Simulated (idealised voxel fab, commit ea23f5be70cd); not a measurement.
Name of the process module below: voxel ribs on slabs
We display cut, a cross-section 150 nm in width whose square cells are each 5 nm.
Cross-section, as written here: a square-cell grid given band by band from the top down, where a band holds one or more rows of cells.
Band: top height; bottom height; in nm. Then, left to right: material with width in nm, for each material. "edge to edge": a single material spanning edge to edge. "air": empty space.
We count height from 0. Below that, the starting wafer is all one material. The lowest band never ends at the bottom but goes on down; see "0 -> down" for how that is written.
Graded width ("30..40"): value in top row of band = first number; value in bottom row = second number; row-to-row change constant.
Any step labelled "remained unchanged" changed none of the cells in the cross-section.
Basically, "Enclosed voids" tells you about the enclosed voids: empty spaces with no open way to the top, 8 cells or bigger, each written width x height at distance, where distance is from the left edge, all in nm.
On each step's line, the part that comes after the settings is the simulator's own comment on the step.
A step line may carry the setting "overlay nm", which, for steps involving a mask, states the distance by which the mask lay to the right of its intended position; negative values denote displacement to the left.
**This section lists the process steps that were planned**
1,RECEIVE: material Si
2,DIRECTIONAL_DEP: material SiO2, thk nm 20
3,DIRECTIONAL_DEP: material SiN, thk nm 25
4,PATTERN: tone cover, mask id RIB, material resist, width nm 30, thk nm 20, overlay nm 0
5,DIRECTIONAL_ETCH: etch materials SiN, depth nm 10
6,STRIP: etch materials resist
7,PATTERN: tone cover, mask id SLAB, material resist, width nm 80, thk nm 20, overlay nm 0
8,DIRECTIONAL_ETCH: etch materials SiN, depth nm 15
9,STRIP: etch materials resist
10,FILL_DEP: material SiO2, thk nm 30
11,CMP: height nm 65
12,DIRECTIONAL_DEP: material W, thk nm 5
13,MASKED_ETCH: tone cover, mask id HEATER, width nm 40, etch materials W, depth nm 5, overlay nm 0
14,CONFORMAL_DEP: material SiO2, thk nm 5
**First of two wafers, with the run carried out as planned**
**Shown in cross-section is the wafer as received, that is, as it stands after step 1**
- 0 -> down  Si edge to edge
- Enclosed voids: none
**Cross-sectional representation of the wafer at the conclusion of step 2**
- 20 -> 0  SiO2 edge to edge
- Everything below 0 is unchanged.
**Cross-sectional representation of the wafer at the conclusion of step 3**
- 45 -> 20  SiN edge to edge
- Everything below 20 is unchanged.
**Cross-sectional representation of the wafer at the conclusion of step 4**
- 65 -> 45  air: 60, then resist: 30, then air: 60
- Everything below 45 is unchanged.
**Cross-sectional representation of the wafer at the conclusion of step 5**
- 65 -> 45  air: 60, then resist: 30, then air: 60
- 45 -> 35  air: 60, then SiN: 30, then air: 60
- Everything below 35 is unchanged.
**Cross-sectional representation of the wafer at the conclusion of step 6**
- 45 -> 35  air: 60, then SiN: 30, then air: 60
- Everything below 35 is unchanged.
**Cross-sectional representation of the wafer at the conclusion of step 7**
- 65 -> 45  air: 35, then resist: 80, then air: 35
- 45 -> 35  air: 35, then resist: 25, then SiN: 30, then resist: 25, then air: 35
- Everything below 35 is unchanged.
**Cross-sectional representation of the wafer at the conclusion of step 8**
- 65 -> 45  air: 35, then resist: 80, then air: 35
- 45 -> 35  air: 35, then resist: 25, then SiN: 30, then resist: 25, then air: 35
- 35 -> 20  air: 35, then SiN: 80, then air: 35
- Everything below 20 is unchanged.
**Cross-sectional representation of the wafer at the conclusion of step 9**
- 45 -> 35  air: 60, then SiN: 30, then air: 60
- Everything below 35 is unchanged.
**Cross-sectional representation of the wafer at the conclusion of step 10**
- 75 -> 45  SiO2 edge to edge
- 45 -> 35  SiO2: 60, then SiN: 30, then SiO2: 60
- 35 -> 20  SiO2: 35, then SiN: 80, then SiO2: 35
- Everything below 20 is unchanged.
**Cross-sectional representation of the wafer at the conclusion of step 11**
- 65 -> 45  SiO2 edge to edge
- Everything below 45 is unchanged.
**Cross-sectional representation of the wafer at the conclusion of step 12**
- 70 -> 65  W edge to edge
- Everything below 65 is unchanged.
**Cross-sectional representation of the wafer at the conclusion of step 13**
- 70 -> 65  air: 55, then W: 40, then air: 55
- Everything below 65 is unchanged.
**Cross-sectional representation of the wafer at the conclusion of step 14**
- 75 -> 70  air: 50, then SiO2: 50, then air: 50
- 70 -> 65  SiO2: 55, then W: 40, then SiO2: 55
- Everything below 65 is unchanged.
**Wafer two of the pair: same origin, same plan, one error during the run; identical to wafer one up to and including step 12**
**Second wafer, cross-section, planned end of step 13**
- 70 -> 65  W: 55, then air: 40, then W: 55
- Everything below 65 is unchanged.
**Second wafer, cross-section, planned end of step 14**
- 75 -> 70  SiO2: 60, then air: 30, then SiO2: 60
- 70 -> 65  W: 55, then SiO2: 40, then W: 55
- Everything below 65 is unchanged.
Diagnosis: step 13 went in with a setting other than planned; the actual run was MASKED_ETCH: tone open, mask id HEATER, width nm 40, etch materials W, depth nm 5, overlay nm 0
Wrapping up, a cell-based count of both wafers puts the second over or under the first for these materials: W: 14 more
